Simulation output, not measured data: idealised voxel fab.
The process module that follows is named voxel capacitor over wiring.
Displayed cross-section: cut, width of 295 nm, square cells sized 5 nm.
Cross-section layout: square cells on a grid; listed as bands, top to bottom; a band spans one or more cell rows. This entry defines a band. It first specifies the height of the band's top and the height of its bottom in nm, and then specifies the band's materials from left to right, stating each material with its width in nm. The word "everywhere" identifies a single material that fills the band from edge to edge, while the word "empty" identifies empty space. Counting heights begins at 0, where everything beneath is, in the wafer as received, one material. The lowest band has no bottom; it goes on downwards, as "0 nm and below" shows. When a width is written as two numbers, as in "30 to 40", the first number is the width in the top row of cells of the band and the second is the width in its bottom row, and the width changes by the same amount from each row to the next. It should be understood that the words "nothing different", when stated for a given step, signify that the cross-section underwent no change in any of its cells during that step. "Enclosed void list": empty spaces of 8 cells or more with no open way to the top, each given as width x height at distance, distance from the left edge, all in nm. Whatever follows a step's settings on its line is a remark the simulator itself makes about that step. If you see "overlay nm" on a step's line and that step has a mask, it's telling you how far right of where it was planned the mask ended up; a negative number means it went left instead.
## Here's what the planned process steps look like
| 1 | op RECEIVE | material Si |
| 2 | op CONFORMAL_DEP | material SiO2 | thk nm 15 |
| 3 | op CONFORMAL_DEP | material SiCN | thk nm 5 |
| 4 | op DIRECTIONAL_DEP | material SiO2 | thk nm 20 |
| 5 | op MASKED_ETCH | tone open | mask id METAL_1 | width nm 20 | pitch nm 85 | etch materials SiO2 | depth nm 20 | overlay nm 0 |
| 6 | op MASKED_ETCH | tone open | mask id METAL_1 | width nm 20 | pitch nm 85 | etch materials SiCN | depth nm 5 | overlay nm 0 |
| 7 | op CONFORMAL_DEP | material TiN | thk nm 5 |
| 8 | op FILL_DEP | material Cu | thk nm 10 |
| 9 | op CMP | height nm 40 |
| 10 | op CONFORMAL_DEP | material SiCN | thk nm 5 |
| 11 | op DIRECTIONAL_DEP | material SiO2 | thk nm 10 |
| 12 | op DIRECTIONAL_DEP | material aC | thk nm 15 |
| 13 | op PATTERN | tone open | mask id PLUG_1 | material resist | width nm 15 | thk nm 35 | overlay nm 0 |
| 14 | op DIRECTIONAL_ETCH | etch materials aC | depth nm 15 |
| 15 | op STRIP | etch materials resist |
| 16 | op DIRECTIONAL_ETCH | etch materials SiO2 | depth nm 10 |
| 17 | op DIRECTIONAL_ETCH | etch materials SiCN | depth nm 5 |
| 18 | op STRIP | etch materials aC |
| 19 | op EPI | material Ru | thk nm 10 |
| 20 | op EPI | material Ru | thk nm 5 |
| 21 | op DIRECTIONAL_DEP | material TiN | thk nm 10 |
| 22 | op DIRECTIONAL_DEP | material SiN | thk nm 5 |
| 23 | op DIRECTIONAL_DEP | material TiN | thk nm 5 |
| 24 | op DIRECTIONAL_DEP | material aC | thk nm 15 |
| 25 | op PATTERN | tone cover | mask id UPPER_PLATE | material resist | width nm 70 | thk nm 30 | overlay nm 0 |
| 26 | op DIRECTIONAL_ETCH | etch materials aC | depth nm 15 |
| 27 | op STRIP | etch materials resist |
| 28 | op DIRECTIONAL_ETCH | etch materials TiN | depth nm 5 |
| 29 | op DIRECTIONAL_ETCH | etch materials SiN | depth nm 5 |
| 30 | op STRIP | etch materials aC |
| 31 | op DIRECTIONAL_DEP | material aC | thk nm 15 |
| 32 | op PATTERN | tone cover | mask id LOWER_PLATE | material resist | width nm 80 | thk nm 30 | overlay nm 0 |
| 33 | op DIRECTIONAL_ETCH | etch materials aC | depth nm 15 |
| 34 | op STRIP | etch materials resist |
| 35 | op DIRECTIONAL_ETCH | etch materials TiN | depth nm 10 |
| 36 | op STRIP | etch materials aC |
| 37 | op FILL_DEP | material SiO2 | thk nm 15 |
| 38 | op CMP | height nm 85 |
| 39 | op DIRECTIONAL_DEP | material aC | thk nm 10 |
| 40 | op PATTERN | tone open | mask id PLUG_2 | material resist | width nm 15 | thk nm 25 | overlay nm 0 |
| 41 | op DIRECTIONAL_ETCH | etch materials aC | depth nm 10 |
| 42 | op STRIP | etch materials resist |
| 43 | op DIRECTIONAL_ETCH | etch materials SiO2 | depth nm 10 |
| 44 | op STRIP | etch materials aC |
| 45 | op CONFORMAL_DEP | material TiN | thk nm 5 |
| 46 | op FILL_DEP | material Cu | thk nm 5 |
| 47 | op CMP | height nm 85 |
| 48 | op CONFORMAL_DEP | material SiN | thk nm 5 |
## As received (post step 1): cross-section
* 0 nm and below: Si everywhere
* Enclosed void list: none
## Cross-sectional image of the first of two wafers at the end of the module, the run having proceeded as planned
* 90 nm to 85 nm: SiN everywhere
* 85 nm to 80 nm: SiO2 110 nm / TiN 5 nm / Cu 5 nm / TiN 5 nm / SiO2 170 nm
* 80 nm to 70 nm: SiO2 110 to 100 nm / TiN 15 to 70 nm / SiO2 170 to 125 nm
* 70 nm to 65 nm: SiO2 100 nm / SiN 70 nm / SiO2 125 nm
* 65 nm to 55 nm: SiO2 95 nm / TiN 80 nm / SiO2 120 nm
* 55 nm to 45 nm: SiO2 100 nm / Ru 15 nm / SiO2 180 nm
* 45 nm to 40 nm: SiCN 100 nm / Ru 15 nm / SiCN 180 nm
* 40 nm to 20 nm: SiO2 95 nm / TiN 5 nm / Cu 10 nm / TiN 5 nm / SiO2 65 nm / TiN 5 nm / Cu 10 nm / TiN 5 nm / SiO2 95 nm
* 20 nm to 15 nm: SiCN 95 nm / TiN 20 nm / SiCN 65 nm / TiN 20 nm / SiCN 95 nm
* 15 nm to 0 nm: SiO2 everywhere
* 0 nm and below: Si everywhere
* Enclosed void list: none
## Second wafer of the two, sectioned at the end of the module. It began like the first and followed the same plan, but one mistake was made while running it
* 90 nm to 85 nm: SiN everywhere
* 85 nm to 80 nm: SiO2 110 nm / TiN 5 nm / Cu 5 nm / TiN 5 nm / SiO2 170 nm
* 80 nm to 70 nm: SiO2 110 to 100 nm / TiN 15 to 70 nm / SiO2 170 to 125 nm
* 70 nm to 60 nm: SiO2 95 nm / TiN 80 nm / SiO2 120 nm
* 60 nm to 55 nm: SiN everywhere
* 55 nm to 45 nm: SiO2 100 nm / Ru 15 nm / SiO2 180 nm
* 45 nm to 40 nm: SiCN 100 nm / Ru 15 nm / SiCN 180 nm
* 40 nm to 20 nm: SiO2 95 nm / TiN 5 nm / Cu 10 nm / TiN 5 nm / SiO2 65 nm / TiN 5 nm / Cu 10 nm / TiN 5 nm / SiO2 95 nm
* 20 nm to 15 nm: SiCN 95 nm / TiN 20 nm / SiCN 65 nm / TiN 20 nm / SiCN 95 nm
* 15 nm to 0 nm: SiO2 everywhere
* 0 nm and below: Si everywhere
* Enclosed void list: none
Misprocessing identified: steps 21 and 22 got flipped, so each one ran where the other should have
Materials where the second wafer ends with more or fewer cells than the first: SiN +45 | SiO2 -45
